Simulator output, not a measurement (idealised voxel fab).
process module | voxel capacitor over wiring
cross-section cut | 195 nm wide | cells 5 nm
A cross-section is a grid of square cells, given in bands from the top down. A band is one or more rows of cells.
Each band's line starts with the height of the band's top and of its bottom, in nm. Then come its materials from left to right, each with its width in nm. One material with "throughout" fills the band from edge to edge. "air" is empty space.
Height 0 is the level under which the wafer as received is all one material. The lowest band goes on downwards, as in "0 down".
A width such as "30 to 40" changes by the same amount from each row of cells to the next, from the band's top row to its bottom row.
"no change" after a step means that no cell of the cross-section changed.
closed voids: empty space of 8 cells or more with no open way to the top, each as width x height at its distance from the left edge, in nm
after a step's settings: what the simulator itself notes on the step
overlay nm, on a step with a mask: how far to the right of its planned place the mask lay; to the left if negative
plan
1 op RECEIVE | material Si
2 op CONFORMAL_DEP | material SiO2 | thk nm 15
3 op CONFORMAL_DEP | material SiN | thk nm 5
4 op DIRECTIONAL_DEP | material lowk | thk nm 15
5 op DIRECTIONAL_DEP | material aC | thk nm 15
6 op PATTERN | tone open | mask id METAL_1 | material resist | width nm 30 | pitch nm 80 | thk nm 30 | overlay nm 0
7 op DIRECTIONAL_ETCH | etch materials aC | depth nm 15
8 op STRIP | etch materials resist
9 op DIRECTIONAL_ETCH | etch materials lowk | depth nm 15
10 op DIRECTIONAL_ETCH | etch materials SiN | depth nm 5
11 op STRIP | etch materials aC
12 op CONFORMAL_DEP | material TiN | thk nm 5
13 op FILL_DEP | material Ru | thk nm 10
14 op CMP | height nm 35
15 op CONFORMAL_DEP | material SiCN | thk nm 5
16 op DIRECTIONAL_DEP | material SiO2 | thk nm 15
17 op MASKED_ETCH | tone open | mask id PLUG_1 | width nm 15 | etch materials SiO2 | depth nm 15 | overlay nm 0
18 op MASKED_ETCH | tone open | mask id PLUG_1 | width nm 15 | etch materials SiCN | depth nm 5 | overlay nm 0
19 op EPI | material Ru | thk nm 10
20 op EPI | material Ru | thk nm 10
21 op DIRECTIONAL_DEP | material TiN | thk nm 5
22 op DIRECTIONAL_DEP | material HfO2 | thk nm 5
23 op DIRECTIONAL_DEP | material TiN | thk nm 5
24 op MASKED_ETCH | tone cover | mask id UPPER_PLATE | width nm 55 | etch materials TiN | depth nm 5 | overlay nm 0
25 op MASKED_ETCH | tone cover | mask id UPPER_PLATE | width nm 55 | etch materials HfO2 | depth nm 5 | overlay nm 0
26 op MASKED_ETCH | tone cover | mask id LOWER_PLATE | width nm 65 | etch materials TiN | depth nm 5 | overlay nm 0
27 op FILL_DEP | material SiO2 | thk nm 20
28 op CMP | height nm 85
29 op PATTERN | tone open | mask id PLUG_2 | material resist | width nm 15 | thk nm 15 | overlay nm 0
30 op DIRECTIONAL_ETCH | etch materials SiO2 | depth nm 15
31 op STRIP | etch materials resist
32 op CONFORMAL_DEP | material TiN | thk nm 5
33 op FILL_DEP | material W | thk nm 5
34 op CMP | height nm 85
35 op CONFORMAL_DEP | material SiCN | thk nm 5
varied across the wafers: thk nm of step 32. The plan shows the first wafer's value. All wafers start alike
first wafer as received, after step 1
  0 down: Si throughout
  closed voids: none
each wafer at the end: cells of each material gained (+) or lost (-) since it was received, then its closed voids
thk nm 5 | +11 HfO2 | +36 Ru | +75 SiCN | +27 SiN | +415 SiO2 | +55 TiN | +2 W | +81 lowk | closed voids: none
thk nm 10 | +11 HfO2 | +36 Ru | +75 SiCN | +27 SiN | +415 SiO2 | +57 TiN | +81 lowk | closed voids: none
thk nm 15 | +11 HfO2 | +36 Ru | +75 SiCN | +27 SiN | +415 SiO2 | +57 TiN | +81 lowk | closed voids: none
thk nm 20 | +11 HfO2 | +36 Ru | +75 SiCN | +27 SiN | +415 SiO2 | +57 TiN | +81 lowk | closed voids: none
